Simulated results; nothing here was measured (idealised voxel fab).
Process module under the name voxel capacitor over wiring
It is cross-section cut that appears here, measuring 155 nm in width, its square cells being 5 nm in size.
Cross-section, as written here: a square-cell grid given band by band from the top down, where a band holds one or more rows of cells.
Band: top and bottom heights (nm) first, top before bottom; then materials from left to right, widths in nm. "all across" marks a sole material filling the band edge to edge. "empty" denotes empty space.
Note: height 0 marks the level under which the wafer is uniformly one material as received. Lowest band unbounded below, written "0 nm and below".
A width given as "30->40" starts at the first number in the band's top row and ends at the second number in its bottom row, shifting by an equal amount at every step from row to row.
You'll sometimes find "remains unaltered" written for a step, and that's the way of saying that nowhere in the cross-section did a cell change during that step.
Empty spaces without an open route to the top, at least 8 cells in extent, make up the entry "Fully sealed voids"; each is given as width x height at distance, where the distance is measured from the left edge, and all are in nm.
Whatever follows a step's settings on its line is a remark the simulator itself makes about that step.
overlay nm: how far to the right of its planned place the mask lay on this masked step (negative: to the left).
# Here's what the planned process steps look like
1 RECEIVE (material Si)
2 CONFORMAL_DEP (material SiO2; thk nm 15)
3 CONFORMAL_DEP (material SiN; thk nm 5)
4 DIRECTIONAL_DEP (material SiO2; thk nm 25)
5 DIRECTIONAL_DEP (material aC; thk nm 15)
6 PATTERN (tone open; mask id METAL_1; material resist; width nm 30; pitch nm 80; thk nm 35; overlay nm 0)
7 DIRECTIONAL_ETCH (etch materials aC; depth nm 15)
8 STRIP (etch materials resist)
9 DIRECTIONAL_ETCH (etch materials SiO2; depth nm 25)
10 DIRECTIONAL_ETCH (etch materials SiN; depth nm 5)
11 STRIP (etch materials aC)
12 CONFORMAL_DEP (material TiN; thk nm 5)
13 FILL_DEP (material Ru; thk nm 5)
14 CMP (height nm 45)
15 CONFORMAL_DEP (material SiCN; thk nm 5)
16 DIRECTIONAL_DEP (material lowk; thk nm 15)
17 MASKED_ETCH (tone open; mask id PLUG_1; width nm 15; etch materials lowk; depth nm 15; overlay nm 0)
18 MASKED_ETCH (tone open; mask id PLUG_1; width nm 15; etch materials SiCN; depth nm 5; overlay nm 0)
19 EPI (material Ru; thk nm 10)
20 EPI (material Ru; thk nm 10)
21 DIRECTIONAL_DEP (material TiN; thk nm 10)
22 DIRECTIONAL_DEP (material HfO2; thk nm 5)
23 DIRECTIONAL_DEP (material TiN; thk nm 10)
24 DIRECTIONAL_DEP (material aC; thk nm 15)
25 PATTERN (tone cover; mask id UPPER_PLATE; material resist; width nm 55; thk nm 30; overlay nm 0)
26 DIRECTIONAL_ETCH (etch materials aC; depth nm 15)
27 STRIP (etch materials resist)
28 DIRECTIONAL_ETCH (etch materials TiN; depth nm 10)
29 DIRECTIONAL_ETCH (etch materials HfO2; depth nm 5)
30 STRIP (etch materials aC)
31 DIRECTIONAL_DEP (material aC; thk nm 10)
32 PATTERN (tone cover; mask id LOWER_PLATE; material resist; width nm 65; thk nm 30; overlay nm 0)
33 DIRECTIONAL_ETCH (etch materials aC; depth nm 10)
34 STRIP (etch materials resist)
35 DIRECTIONAL_ETCH (etch materials TiN; depth nm 10)
36 STRIP (etch materials aC)
37 FILL_DEP (material SiO2; thk nm 20)
38 CMP (height nm 105)
39 MASKED_ETCH (tone open; mask id PLUG_2; width nm 15; etch materials SiO2; depth nm 15; overlay nm 0)
40 CONFORMAL_DEP (material TiN; thk nm 5)
41 FILL_DEP (material Ru; thk nm 10)
42 CMP (height nm 105)
43 CONFORMAL_DEP (material SiCN; thk nm 5)
# First of two wafers, with the run carried out as planned
# Cross-sectional view of the wafer in its as-received condition, corresponding to the state after step 1
* 0 nm and below  Si all across
* Fully sealed voids: none
# The wafer in cross-section once step 2 is complete
* 15 nm to 0 nm  SiO2 all across
* Below 0 it's all the same as before, nothing changed down there.
# The wafer in cross-section once step 3 is complete
* 20 nm to 15 nm  SiN all across
* Below 15 it's all the same as before, nothing changed down there.
# The wafer in cross-section once step 4 is complete
* 45 nm to 20 nm  SiO2 all across
* Below 20 it's all the same as before, nothing changed down there.
# The wafer in cross-section once step 5 is complete
* 60 nm to 45 nm  aC all across
* Below 45 it's all the same as before, nothing changed down there.
# The wafer in cross-section once step 6 is complete
* 95 nm to 60 nm  resist 20 nm, then empty 30 nm, then resist 50 nm, then empty 30 nm, then resist 25 nm
* Below 60 it's all the same as before, nothing changed down there.
# The wafer in cross-section once step 7 is complete
* 80 nm to 60 nm  resist 20 nm, then empty 30 nm, then resist 50 nm, then empty 30 nm, then resist 25 nm
* 60 nm to 45 nm  aC 20 nm, then empty 30 nm, then aC 50 nm, then empty 30 nm, then aC 25 nm
* Below 45 it's all the same as before, nothing changed down there.
# The wafer in cross-section once step 8 is complete
* 60 nm to 45 nm  aC 20 nm, then empty 30 nm, then aC 50 nm, then empty 30 nm, then aC 25 nm
* Below 45 it's all the same as before, nothing changed down there.
# The wafer in cross-section once step 9 is complete
* 60 nm to 45 nm  aC 20 nm, then empty 30 nm, then aC 50 nm, then empty 30 nm, then aC 25 nm
* 45 nm to 20 nm  SiO2 20 nm, then empty 30 nm, then SiO2 50 nm, then empty 30 nm, then SiO2 25 nm
* Below 20 it's all the same as before, nothing changed down there.
# The wafer in cross-section once step 10 is complete
* 60 nm to 45 nm  aC 20 nm, then empty 30 nm, then aC 50 nm, then empty 30 nm, then aC 25 nm
* 45 nm to 20 nm  SiO2 20 nm, then empty 30 nm, then SiO2 50 nm, then empty 30 nm, then SiO2 25 nm
* 20 nm to 15 nm  SiN 20 nm, then empty 30 nm, then SiN 50 nm, then empty 30 nm, then SiN 25 nm
* Below 15 it's all the same as before, nothing changed down there.
# The wafer in cross-section once step 11 is complete
* 45 nm to 20 nm  SiO2 20 nm, then empty 30 nm, then SiO2 50 nm, then empty 30 nm, then SiO2 25 nm
* Below 20 it's all the same as before, nothing changed down there.
# The wafer in cross-section once step 12 is complete
* 50 nm to 45 nm  TiN 25 nm, then empty 20 nm, then TiN 60 nm, then empty 20 nm, then TiN 30 nm
* 45 nm to 20 nm  SiO2 20 nm, then TiN 5 nm, then empty 20 nm, then TiN 5 nm, then SiO2 50 nm, then TiN 5 nm, then empty 20 nm, then TiN 5 nm, then SiO2 25 nm
* 20 nm to 15 nm  SiN 20 nm, then TiN 30 nm, then SiN 50 nm, then TiN 30 nm, then SiN 25 nm
* Below 15 it's all the same as before, nothing changed down there.
# The wafer in cross-section once step 13 is complete
* 55 nm to 50 nm  Ru all across
* 50 nm to 45 nm  TiN 25 nm, then Ru 20 nm, then TiN 60 nm, then Ru 20 nm, then TiN 30 nm
* 45 nm to 20 nm  SiO2 20 nm, then TiN 5 nm, then Ru 20 nm, then TiN 5 nm, then SiO2 50 nm, then TiN 5 nm, then Ru 20 nm, then TiN 5 nm, then SiO2 25 nm
* Below 20 it's all the same as before, nothing changed down there.
# The wafer in cross-section once step 14 is complete
* 45 nm to 20 nm  SiO2 20 nm, then TiN 5 nm, then Ru 20 nm, then TiN 5 nm, then SiO2 50 nm, then TiN 5 nm, then Ru 20 nm, then TiN 5 nm, then SiO2 25 nm
* Below 20 it's all the same as before, nothing changed down there.
# The wafer in cross-section once step 15 is complete
* 50 nm to 45 nm  SiCN all across
* Below 45 it's all the same as before, nothing changed down there.
# The wafer in cross-section once step 16 is complete
* 65 nm to 50 nm  lowk all across
* Below 50 it's all the same as before, nothing changed down there.
# The wafer in cross-section once step 17 is complete
* 65 nm to 50 nm  lowk 35 nm, then empty 15 nm, then lowk 105 nm
* Below 50 it's all the same as before, nothing changed down there.
# The wafer in cross-section once step 18 is complete
* 65 nm to 50 nm  lowk 35 nm, then empty 15 nm, then lowk 105 nm
* 50 nm to 45 nm  SiCN 35 nm, then empty 15 nm, then SiCN 105 nm
* Below 45 it's all the same as before, nothing changed down there.
# The wafer in cross-section once step 19 is complete
* 65 nm to 55 nm  lowk 35 nm, then empty 15 nm, then lowk 105 nm
* 55 nm to 50 nm  lowk 35 nm, then Ru 15 nm, then lowk 105 nm
* 50 nm to 45 nm  SiCN 35 nm, then Ru 15 nm, then SiCN 105 nm
* Below 45 it's all the same as before, nothing changed down there.
# The wafer in cross-section once step 20 is complete
* 65 nm to 50 nm  lowk 35 nm, then Ru 15 nm, then lowk 105 nm
* Below 50 it's all the same as before, nothing changed down there.
# The wafer in cross-section once step 21 is complete
* 75 nm to 65 nm  TiN all across
* Below 65 it's all the same as before, nothing changed down there.
# The wafer in cross-section once step 22 is complete
* 80 nm to 75 nm  HfO2 all across
* Below 75 it's all the same as before, nothing changed down there.
# The wafer in cross-section once step 23 is complete
* 90 nm to 80 nm  TiN all across
* Below 80 it's all the same as before, nothing changed down there.
# The wafer in cross-section once step 24 is complete
* 105 nm to 90 nm  aC all across
* Below 90 it's all the same as before, nothing changed down there.
# The wafer in cross-section once step 25 is complete
* 135 nm to 105 nm  empty 35 nm, then resist 55 nm, then empty 65 nm
* Below 105 it's all the same as before, nothing changed down there.
# The wafer in cross-section once step 26 is complete
* 120 nm to 105 nm  empty 35 nm, then resist 55 nm, then empty 65 nm
* 105 nm to 90 nm  empty 35 nm, then aC 55 nm, then empty 65 nm
* Below 90 it's all the same as before, nothing changed down there.
# The wafer in cross-section once step 27 is complete
* 105 nm to 90 nm  empty 35 nm, then aC 55 nm, then empty 65 nm
* Below 90 it's all the same as before, nothing changed down there.
# The wafer in cross-section once step 28 is complete
* 105 nm to 90 nm  empty 35 nm, then aC 55 nm, then empty 65 nm
* 90 nm to 80 nm  empty 35 nm, then TiN 55 nm, then empty 65 nm
* Below 80 it's all the same as before, nothing changed down there.
# The wafer in cross-section once step 29 is complete
* 105 nm to 90 nm  empty 35 nm, then aC 55 nm, then empty 65 nm
* 90 nm to 80 nm  empty 35 nm, then TiN 55 nm, then empty 65 nm
* 80 nm to 75 nm  empty 35 nm, then HfO2 55 nm, then empty 65 nm
* Below 75 it's all the same as before, nothing changed down there.
# The wafer in cross-section once step 30 is complete
* 90 nm to 80 nm  empty 35 nm, then TiN 55 nm, then empty 65 nm
* Below 80 it's all the same as before, nothing changed down there.
# The wafer in cross-section once step 31 is complete
* 100 nm to 90 nm  empty 35 nm, then aC 55 nm, then empty 65 nm
* 90 nm to 85 nm  empty 35 nm, then TiN 55 nm, then empty 65 nm
* 85 nm to 80 nm  aC 35 nm, then TiN 55 nm, then aC 65 nm
* 80 nm to 75 nm  aC 35 nm, then HfO2 55 nm, then aC 65 nm
* Below 75 it's all the same as before, nothing changed down there.
# The wafer in cross-section once step 32 is complete
* 130 nm to 100 nm  empty 30 nm, then resist 65 nm, then empty 60 nm
* 100 nm to 90 nm  empty 30 nm, then resist 5 nm, then aC 55 nm, then resist 5 nm, then empty 60 nm
* 90 nm to 85 nm  empty 30 nm, then resist 5 nm, then TiN 55 nm, then resist 5 nm, then empty 60 nm
* Below 85 it's all the same as before, nothing changed down there.
# The wafer in cross-section once step 33 is complete
* 120 nm to 100 nm  empty 30 nm, then resist 65 nm, then empty 60 nm
* 100 nm to 90 nm  empty 30 nm, then resist 5 nm, then aC 55 nm, then resist 5 nm, then empty 60 nm
* 90 nm to 85 nm  empty 30 nm, then resist 5 nm, then TiN 55 nm, then resist 5 nm, then empty 60 nm
* 85 nm to 80 nm  empty 30 nm, then aC 5 nm, then TiN 55 nm, then aC 5 nm, then empty 60 nm
* 80 nm to 75 nm  empty 30 nm, then aC 5 nm, then HfO2 55 nm, then aC 5 nm, then empty 60 nm
* Below 75 it's all the same as before, nothing changed down there.
# The wafer in cross-section once step 34 is complete
* 100 nm to 90 nm  empty 35 nm, then aC 55 nm, then empty 65 nm
* 90 nm to 85 nm  empty 35 nm, then TiN 55 nm, then empty 65 nm
* Below 85 it's all the same as before, nothing changed down there.
# The wafer in cross-section once step 35 is complete
* 100 nm to 90 nm  empty 35 nm, then aC 55 nm, then empty 65 nm
* 90 nm to 85 nm  empty 35 nm, then TiN 55 nm, then empty 65 nm
* 85 nm to 80 nm  empty 30 nm, then aC 5 nm, then TiN 55 nm, then aC 5 nm, then empty 60 nm
* 80 nm to 75 nm  empty 30 nm, then aC 5 nm, then HfO2 55 nm, then aC 5 nm, then empty 60 nm
* 75 nm to 65 nm  empty 30 nm, then TiN 65 nm, then empty 60 nm
* Below 65 it's all the same as before, nothing changed down there.
# The wafer in cross-section once step 36 is complete
* 90 nm to 80 nm  empty 35 nm, then TiN 55 nm, then empty 65 nm
* 80 nm to 75 nm  empty 35 nm, then HfO2 55 nm, then empty 65 nm
* Below 75 it's all the same as before, nothing changed down there.
# The wafer in cross-section once step 37 is complete
* 110 nm to 90 nm  SiO2 all across
* 90 nm to 80 nm  SiO2 35 nm, then TiN 55 nm, then SiO2 65 nm
* 80 nm to 75 nm  SiO2 35 nm, then HfO2 55 nm, then SiO2 65 nm
* 75 nm to 65 nm  SiO2 30 nm, then TiN 65 nm, then SiO2 60 nm
* Below 65 it's all the same as before, nothing changed down there.
# The wafer in cross-section once step 38 is complete
* 105 nm to 90 nm  SiO2 all across
* Below 90 it's all the same as before, nothing changed down there.
# The wafer in cross-section once step 39 is complete
* 105 nm to 90 nm  SiO2 45 nm, then empty 15 nm, then SiO2 95 nm
* Below 90 it's all the same as before, nothing changed down there.
# The wafer in cross-section once step 40 is complete
* 110 nm to 105 nm  TiN 50 nm, then empty 5 nm, then TiN 100 nm
* 105 nm to 95 nm  SiO2 45 nm, then TiN 5 nm, then empty 5 nm, then TiN 5 nm, then SiO2 95 nm
* 95 nm to 90 nm  SiO2 45 nm, then TiN 15 nm, then SiO2 95 nm
* Below 90 it's all the same as before, nothing changed down there.
# The wafer in cross-section once step 41 is complete
* 120 nm to 110 nm  Ru all across
* 110 nm to 105 nm  TiN 50 nm, then Ru 5 nm, then TiN 100 nm
* 105 nm to 95 nm  SiO2 45 nm, then TiN 5 nm, then Ru 5 nm, then TiN 5 nm, then SiO2 95 nm
* Below 95 it's all the same as before, nothing changed down there.
# The wafer in cross-section once step 42 is complete
* 105 nm to 95 nm  SiO2 45 nm, then TiN 5 nm, then Ru 5 nm, then TiN 5 nm, then SiO2 95 nm
* Below 95 it's all the same as before, nothing changed down there.
# The wafer in cross-section once step 43 is complete
* 110 nm to 105 nm  SiCN all across
* Below 105 it's all the same as before, nothing changed down there.
# Companion wafer, the second of two: same beginning, same intended sequence, one mistake in carrying it out; through step 13 inclusive it tracks the first exactly
# Second wafer, sectioned view, at step 14's planned end time
* 40 nm to 20 nm  SiO2 20 nm, then TiN 5 nm, then Ru 20 nm, then TiN 5 nm, then SiO2 50 nm, then TiN 5 nm, then Ru 20 nm, then TiN 5 nm, then SiO2 25 nm
* Below 20 it's all the same as before, nothing changed down there.
# Second wafer, sectioned view, at step 15's planned end time
* 45 nm to 40 nm  SiCN all across
* Below 40 it's all the same as before, nothing changed down there.
# Second wafer, sectioned view, at step 16's planned end time
* 60 nm to 45 nm  lowk all across
* Below 45 it's all the same as before, nothing changed down there.
# Second wafer, sectioned view, at step 17's planned end time
* 60 nm to 45 nm  lowk 35 nm, then empty 15 nm, then lowk 105 nm
* Below 45 it's all the same as before, nothing changed down there.
# Second wafer, sectioned view, at step 18's planned end time
* 60 nm to 45 nm  lowk 35 nm, then empty 15 nm, then lowk 105 nm
* 45 nm to 40 nm  SiCN 35 nm, then empty 15 nm, then SiCN 105 nm
* Below 40 it's all the same as before, nothing changed down there.
# Second wafer, sectioned view, at step 19's planned end time
* 60 nm to 50 nm  lowk 35 nm, then empty 15 nm, then lowk 105 nm
* 50 nm to 45 nm  lowk 35 nm, then Ru 15 nm, then lowk 105 nm
* 45 nm to 40 nm  SiCN 35 nm, then Ru 15 nm, then SiCN 105 nm
* Below 40 it's all the same as before, nothing changed down there.
# Second wafer, sectioned view, at step 20's planned end time
* 60 nm to 45 nm  lowk 35 nm, then Ru 15 nm, then lowk 105 nm
* Below 45 it's all the same as before, nothing changed down there.
# Second wafer, sectioned view, at step 21's planned end time
* 70 nm to 60 nm  TiN all across
* Below 60 it's all the same as before, nothing changed down there.
# Second wafer, sectioned view, at step 22's planned end time
* 75 nm to 70 nm  HfO2 all across
* Below 70 it's all the same as before, nothing changed down there.
# Second wafer, sectioned view, at step 23's planned end time
* 85 nm to 75 nm  TiN all across
* Below 75 it's all the same as before, nothing changed down there.
# Second wafer, sectioned view, at step 24's planned end time
* 100 nm to 85 nm  aC all across
* Below 85 it's all the same as before, nothing changed down there.
# Second wafer, sectioned view, at step 25's planned end time
* 130 nm to 100 nm  empty 35 nm, then resist 55 nm, then empty 65 nm
* Below 100 it's all the same as before, nothing changed down there.
# Second wafer, sectioned view, at step 26's planned end time
* 115 nm to 100 nm  empty 35 nm, then resist 55 nm, then empty 65 nm
* 100 nm to 85 nm  empty 35 nm, then aC 55 nm, then empty 65 nm
* Below 85 it's all the same as before, nothing changed down there.
# Second wafer, sectioned view, at step 27's planned end time
* 100 nm to 85 nm  empty 35 nm, then aC 55 nm, then empty 65 nm
* Below 85 it's all the same as before, nothing changed down there.
# Second wafer, sectioned view, at step 28's planned end time
* 100 nm to 85 nm  empty 35 nm, then aC 55 nm, then empty 65 nm
* 85 nm to 75 nm  empty 35 nm, then TiN 55 nm, then empty 65 nm
* Below 75 it's all the same as before, nothing changed down there.
# Second wafer, sectioned view, at step 29's planned end time
* 100 nm to 85 nm  empty 35 nm, then aC 55 nm, then empty 65 nm
* 85 nm to 75 nm  empty 35 nm, then TiN 55 nm, then empty 65 nm
* 75 nm to 70 nm  empty 35 nm, then HfO2 55 nm, then empty 65 nm
* Below 70 it's all the same as before, nothing changed down there.
# Second wafer, sectioned view, at step 30's planned end time
* 85 nm to 75 nm  empty 35 nm, then TiN 55 nm, then empty 65 nm
* Below 75 it's all the same as before, nothing changed down there.
# Second wafer, sectioned view, at step 31's planned end time
* 95 nm to 85 nm  empty 35 nm, then aC 55 nm, then empty 65 nm
* 85 nm to 80 nm  empty 35 nm, then TiN 55 nm, then empty 65 nm
* 80 nm to 75 nm  aC 35 nm, then TiN 55 nm, then aC 65 nm
* 75 nm to 70 nm  aC 35 nm, then HfO2 55 nm, then aC 65 nm
* Below 70 it's all the same as before, nothing changed down there.
# Second wafer, sectioned view, at step 32's planned end time
* 125 nm to 95 nm  empty 30 nm, then resist 65 nm, then empty 60 nm
* 95 nm to 85 nm  empty 30 nm, then resist 5 nm, then aC 55 nm, then resist 5 nm, then empty 60 nm
* 85 nm to 80 nm  empty 30 nm, then resist 5 nm, then TiN 55 nm, then resist 5 nm, then empty 60 nm
* Below 80 it's all the same as before, nothing changed down there.
# Second wafer, sectioned view, at step 33's planned end time
* 115 nm to 95 nm  empty 30 nm, then resist 65 nm, then empty 60 nm
* 95 nm to 85 nm  empty 30 nm, then resist 5 nm, then aC 55 nm, then resist 5 nm, then empty 60 nm
* 85 nm to 80 nm  empty 30 nm, then resist 5 nm, then TiN 55 nm, then resist 5 nm, then empty 60 nm
* 80 nm to 75 nm  empty 30 nm, then aC 5 nm, then TiN 55 nm, then aC 5 nm, then empty 60 nm
* 75 nm to 70 nm  empty 30 nm, then aC 5 nm, then HfO2 55 nm, then aC 5 nm, then empty 60 nm
* Below 70 it's all the same as before, nothing changed down there.
# Second wafer, sectioned view, at step 34's planned end time
* 95 nm to 85 nm  empty 35 nm, then aC 55 nm, then empty 65 nm
* 85 nm to 80 nm  empty 35 nm, then TiN 55 nm, then empty 65 nm
* Below 80 it's all the same as before, nothing changed down there.
# Second wafer, sectioned view, at step 35's planned end time
* 95 nm to 85 nm  empty 35 nm, then aC 55 nm, then empty 65 nm
* 85 nm to 80 nm  empty 35 nm, then TiN 55 nm, then empty 65 nm
* 80 nm to 75 nm  empty 30 nm, then aC 5 nm, then TiN 55 nm, then aC 5 nm, then empty 60 nm
* 75 nm to 70 nm  empty 30 nm, then aC 5 nm, then HfO2 55 nm, then aC 5 nm, then empty 60 nm
* 70 nm to 60 nm  empty 30 nm, then TiN 65 nm, then empty 60 nm
* Below 60 it's all the same as before, nothing changed down there.
# Second wafer, sectioned view, at step 36's planned end time
* 85 nm to 75 nm  empty 35 nm, then TiN 55 nm, then empty 65 nm
* 75 nm to 70 nm  empty 35 nm, then HfO2 55 nm, then empty 65 nm
* Below 70 it's all the same as before, nothing changed down there.
# Second wafer, sectioned view, at step 37's planned end time
* 105 nm to 85 nm  SiO2 all across
* 85 nm to 75 nm  SiO2 35 nm, then TiN 55 nm, then SiO2 65 nm
* 75 nm to 70 nm  SiO2 35 nm, then HfO2 55 nm, then SiO2 65 nm
* 70 nm to 60 nm  SiO2 30 nm, then TiN 65 nm, then SiO2 60 nm
* Below 60 it's all the same as before, nothing changed down there.
Second wafer, sectioned view, at step 38's planned end time: remains unaltered
# Second wafer, sectioned view, at step 39's planned end time
* 105 nm to 90 nm  SiO2 45 nm, then empty 15 nm, then SiO2 95 nm
* Below 90 it's all the same as before, nothing changed down there.
# Second wafer, sectioned view, at step 40's planned end time
* 110 nm to 105 nm  TiN 50 nm, then empty 5 nm, then TiN 100 nm
* 105 nm to 95 nm  SiO2 45 nm, then TiN 5 nm, then empty 5 nm, then TiN 5 nm, then SiO2 95 nm
* 95 nm to 90 nm  SiO2 45 nm, then TiN 15 nm, then SiO2 95 nm
* Below 90 it's all the same as before, nothing changed down there.
# Second wafer, sectioned view, at step 41's planned end time
* 120 nm to 110 nm  Ru all across
* 110 nm to 105 nm  TiN 50 nm, then Ru 5 nm, then TiN 100 nm
* 105 nm to 95 nm  SiO2 45 nm, then TiN 5 nm, then Ru 5 nm, then TiN 5 nm, then SiO2 95 nm
* Below 95 it's all the same as before, nothing changed down there.
# Second wafer, sectioned view, at step 42's planned end time
* 105 nm to 95 nm  SiO2 45 nm, then TiN 5 nm, then Ru 5 nm, then TiN 5 nm, then SiO2 95 nm
* Below 95 it's all the same as before, nothing changed down there.
# Second wafer, sectioned view, at step 43's planned end time
* 110 nm to 105 nm  SiCN all across
* Below 105 it's all the same as before, nothing changed down there.
The mistake made against the process plan was this: so step 14 ended up running with a different setting than we planned, it ran as CMP (height nm 40)
Counted in cells at the end, the second wafer holds more or fewer of these materials than the first: 8 fewer of Ru; 12 more of SiO2; 4 fewer of TiN
